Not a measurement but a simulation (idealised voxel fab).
Documented hereafter: the process module known as voxel wiring stack.
Each square cell in cross-section cut measures 5 nm, and the section as a whole is 235 nm wide.
When this document writes out a cross-section, it uses a grid of square cells and lists it as bands, beginning at the top and moving down, with a band standing for one or more rows of cells. This entry defines a band. It first specifies the height of the band's top and the height of its bottom in nm, and then specifies the band's materials from left to right, stating each material with its width in nm. The word "full width" identifies a single material that fills the band from edge to edge, while the word "blank" identifies empty space. Convention: height 0 is the level below which the wafer, as received, is all one material. The lowest band does not terminate at the bottom but continues downward, represented as "0 nm and below". Read "30->40" as a graded width: first number on top, second number at the bottom, same change between each pair of neighbouring rows. A step reported as "all unchanged" is a step in which no cell of the cross-section changed. "Enclosed empty spaces" contains a list of empty spaces, each no smaller than 8 cells and without an open way to the top, written in the form width x height at distance with the distance from the left edge and all three in nm. Heads up: the bit after the settings on a step's line is the simulator's remark on that step. overlay nm: right-of-plan distance of the mask on a masked step; negative values mean left-of-plan.
### The planned process steps are enumerated hereunder
1) RECEIVE, material Si
2) CONFORMAL_DEP, material SiO2, thk nm 10
3) DIRECTIONAL_DEP, material TiN, thk nm 5
4) DIRECTIONAL_DEP, material W, thk nm 15
5) MASKED_ETCH, tone cover, mask id METAL_1, width nm 20, pitch nm 50, etch materials W, depth nm 15, overlay nm 0
6) MASKED_ETCH, tone cover, mask id METAL_1, width nm 20, pitch nm 50, etch materials TiN, depth nm 5, overlay nm 0
7) FILL_DEP, material SiO2, thk nm 10
8) CMP, height nm 30
9) CONFORMAL_DEP, material SiCN, thk nm 5
10) DIRECTIONAL_DEP, material lowk, thk nm 25
11) MASKED_ETCH, tone open, mask id METAL_2, width nm 20, pitch nm 50, etch materials lowk, depth nm 15, overlay nm 0
12) PATTERN, tone open, mask id METAL_2_HOLES, material resist, width nm 15, pitch nm 50, thk nm 15, overlay nm 0
13) DIRECTIONAL_ETCH, etch materials lowk, depth nm 10
14) DIRECTIONAL_ETCH, etch materials SiCN, depth nm 5
15) STRIP, etch materials resist
16) CONFORMAL_DEP, material TiN, thk nm 5
17) FILL_DEP, material Ru, thk nm 5
18) CMP, height nm 60
19) CONFORMAL_DEP, material SiCN, thk nm 5
20) DIRECTIONAL_DEP, material SiO2, thk nm 20
21) MASKED_ETCH, tone open, mask id PLUG_2, width nm 15, pitch nm 100, etch materials SiO2, depth nm 20, overlay nm 0
22) MASKED_ETCH, tone open, mask id PLUG_2, width nm 15, pitch nm 100, etch materials SiCN, depth nm 5, overlay nm 0
23) CONFORMAL_DEP, material TiN, thk nm 5
24) FILL_DEP, material Cu, thk nm 5
25) CMP, height nm 85
26) CONFORMAL_DEP, material SiN, thk nm 5
27) DIRECTIONAL_DEP, material lowk, thk nm 20
28) DIRECTIONAL_DEP, material aC, thk nm 10
29) PATTERN, tone open, mask id METAL_3, material resist, width nm 20, pitch nm 50, thk nm 30, overlay nm 0
30) DIRECTIONAL_ETCH, etch materials aC, depth nm 10
31) STRIP, etch materials resist
32) DIRECTIONAL_ETCH, etch materials lowk, depth nm 20
33) DIRECTIONAL_ETCH, etch materials SiN, depth nm 5
34) STRIP, etch materials aC
35) CONFORMAL_DEP, material TiN, thk nm 5
36) FILL_DEP, material Cu, thk nm 5
37) CMP, height nm 110
38) EPI, material Ru, thk nm 5
39) FILL_DEP, material SiCN, thk nm 5
### Wafer at receipt (post step 1), cross-section
* 0 nm and below = Si full width
* Enclosed empty spaces: none
### The plan above was carried out on the starting structure above with one mistake, and this cross-section shows the wafer at the end of the module
* 120 nm to 115 nm = SiCN full width
* 115 nm to 110 nm = SiCN (25) | Ru (30) | SiCN (20) | Ru (30) | SiCN (20) | Ru (30) | SiCN (20) | Ru (30) | SiCN (30)
* 110 nm to 90 nm = lowk (30) | TiN (5) | Cu (10) | TiN (5) | lowk (30) | TiN (5) | Cu (10) | TiN (5) | lowk (30) | TiN (5) | Cu (10) | TiN (5) | lowk (30) | TiN (5) | Cu (10) | TiN (5) | lowk (35)
* 90 nm to 85 nm = SiN (30) | TiN (20) | SiN (30) | TiN (20) | SiN (30) | TiN (20) | SiN (30) | TiN (20) | SiN (35)
* 85 nm to 65 nm = SiO2 (30) | TiN (5) | Cu (5) | TiN (5) | SiO2 (85) | TiN (5) | Cu (5) | TiN (5) | SiO2 (90)
* 65 nm to 60 nm = SiCN (30) | TiN (15) | SiCN (85) | TiN (15) | SiCN (90)
* 60 nm to 50 nm = lowk (30) | TiN (5) | Ru (10) | TiN (5) | lowk (30) | TiN (5) | Ru (10) | TiN (5) | lowk (30) | TiN (5) | Ru (10) | TiN (5) | lowk (30) | TiN (5) | Ru (10) | TiN (5) | lowk (35)
* 50 nm to 45 nm = lowk (30) | TiN (5) | Ru (5) | TiN (10) | lowk (30) | TiN (5) | Ru (5) | TiN (10) | lowk (30) | TiN (5) | Ru (5) | TiN (10) | lowk (30) | TiN (5) | Ru (5) | TiN (10) | lowk (35)
* 45 nm to 35 nm = lowk (30) | TiN (5) | Ru (5) | TiN (5) | lowk (35) | TiN (5) | Ru (5) | TiN (5) | lowk (35) | TiN (5) | Ru (5) | TiN (5) | lowk (35) | TiN (5) | Ru (5) | TiN (5) | lowk (40)
* 35 nm to 30 nm = SiCN (30) | TiN (15) | SiCN (35) | TiN (15) | SiCN (35) | TiN (15) | SiCN (35) | TiN (15) | SiCN (40)
* 30 nm to 15 nm = Ru (30) | W (20) | Ru (30) | W (20) | Ru (30) | W (20) | Ru (30) | W (20) | Ru (35)
* 15 nm to 10 nm = Ru (30) | TiN (20) | Ru (30) | TiN (20) | Ru (30) | TiN (20) | Ru (30) | TiN (20) | Ru (35)
* 10 nm to 0 nm = SiO2 full width
* 0 nm and below = Si full width
* Enclosed empty spaces: none
Heads up, the wafer didn't run the way we planned it: so step 7 ended up running with a different setting than we planned, it ran as FILL_DEP, material Ru, thk nm 10
